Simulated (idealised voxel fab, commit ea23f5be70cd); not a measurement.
Process module under the name voxel gate over fins
Shown is cross-section cut, with a width of 155 nm and square cells of size 5 nm.
Format of a cross-section: grid, square cells. Given as bands. Order: top down. Band: one or more rows of cells. Read a band's entry like this: the first values are the height of its top and the height of its bottom in nm, and what follows is the sequence of materials from left to right, each with its width in nm. Note that "air" is empty space, and that a single material marked "all across" reaches across the band from edge to edge. Height 0 is the level under which the wafer as received is all one material. The lowest band goes on downwards, as in "0..down". Top row gets the first number, bottom row gets the second, and each row in between changes by the same step: that is how a band width like "30->40" works. Step note "remained the same" = no cross-section cell changed. Look at "Enclosed void catalog" for the closed voids: empty spaces with no open path to the top, sized 8 cells or up. Each is width x height at distance, distance from the left edge, all nm. Where a step's line continues beyond its settings, the continuation is a remark by the simulator itself on that step. overlay nm: mask right of planned place by this much (step with mask). Neg. = left.

## These are the steps we planned for the process
- 1: RECEIVE | material Si
- 2: CONFORMAL_DEP | material SiN | thk nm 10
- 3: DIRECTIONAL_DEP | material aC | thk nm 15
- 4: PATTERN | tone cover | mask id FINS | material resist | width nm 15 | pitch nm 50 | thk nm 35 | overlay nm 0
- 5: DIRECTIONAL_ETCH | etch materials aC | depth nm 15
- 6: STRIP | etch materials resist
- 7: DIRECTIONAL_ETCH | etch materials SiN | depth nm 10
- 8: DIRECTIONAL_ETCH | etch materials Si | depth nm 35
- 9: STRIP | etch materials aC
- 10: FILL_DEP | material SiO2 | thk nm 5
- 11: CMP | height nm 10
- 12: DIRECTIONAL_DEP | material aC | thk nm 10
- 13: PATTERN | tone open | mask id RAIL | material resist | width nm 15 | thk nm 30 | overlay nm 0
- 14: DIRECTIONAL_ETCH | etch materials aC | depth nm 10
- 15: STRIP | etch materials resist
- 16: DIRECTIONAL_ETCH | etch materials SiO2 | depth nm 40
- 17: STRIP | etch materials aC
- 18: CONFORMAL_DEP | material TiN | thk nm 5
- 19: FILL_DEP | material W | thk nm 5
- 20: CMP | height nm 10
- 21: SELECTIVE_ETCH | etch materials W Ru TiN | depth nm 25
- 22: FILL_DEP | material SiO2 | thk nm 5
- 23: CMP | height nm 10
- 24: SELECTIVE_ETCH | etch materials SiO2 | depth nm 20
- 25: STRIP | etch materials SiN
- 26: CONFORMAL_DEP | material HfO2 | thk nm 5
- 27: CONFORMAL_DEP | material TiN | thk nm 5
- 28: FILL_DEP | material W | thk nm 15
- 29: CMP | height nm 20
- 30: CONFORMAL_DEP | material SiN | thk nm 10

## This is the cross-section of the wafer as we received it, i.e. after step 1
* 0..down  Si all across
* Enclosed void catalog: none

## The cross-section shown corresponds to the wafer at the conclusion of the module. The initial structure and the process plan are those presented above; however, one mistake occurred in executing the plan
* 30..20  SiN all across
* 20..10  W all across
* 10..5  W 10 nm, then TiN 35 nm, then W 15 nm, then TiN 35 nm, then W 15 nm, then TiN 35 nm, then W 10 nm
* 5..0  W 10 nm, then TiN 5 nm, then HfO2 25 nm, then TiN 5 nm, then W 15 nm, then TiN 5 nm, then HfO2 25 nm, then TiN 5 nm, then W 15 nm, then TiN 5 nm, then HfO2 25 nm, then TiN 5 nm, then W 10 nm
* 0..-5  TiN 15 nm, then HfO2 5 nm, then Si 15 nm, then HfO2 5 nm, then TiN 25 nm, then HfO2 5 nm, then Si 15 nm, then HfO2 5 nm, then TiN 25 nm, then HfO2 5 nm, then Si 15 nm, then HfO2 5 nm, then TiN 15 nm
* -5..-10  HfO2 20 nm, then Si 15 nm, then HfO2 35 nm, then Si 15 nm, then HfO2 35 nm, then Si 15 nm, then HfO2 20 nm
* -10..-15  SiO2 20 nm, then Si 15 nm, then SiO2 35 nm, then Si 15 nm, then SiO2 35 nm, then Si 15 nm, then SiO2 20 nm
* -15..-25  SiO2 20 nm, then Si 15 nm, then SiO2 5 nm, then TiN 5 nm, then W 5 nm, then TiN 5 nm, then SiO2 15 nm, then Si 15 nm, then SiO2 35 nm, then Si 15 nm, then SiO2 20 nm
* -25..-30  SiO2 20 nm, then Si 15 nm, then SiO2 5 nm, then TiN 15 nm, then SiO2 15 nm, then Si 15 nm, then SiO2 35 nm, then Si 15 nm, then SiO2 20 nm
* -30..-35  SiO2 20 nm, then Si 15 nm, then SiO2 35 nm, then Si 15 nm, then SiO2 35 nm, then Si 15 nm, then SiO2 20 nm
* -35..down  Si all across
* Enclosed void catalog: none
Run error: step 13 was processed under conditions differing from the plan, specifically as PATTERN | tone open | mask id RAIL | material resist | width nm 15 | thk nm 30 | overlay nm -5
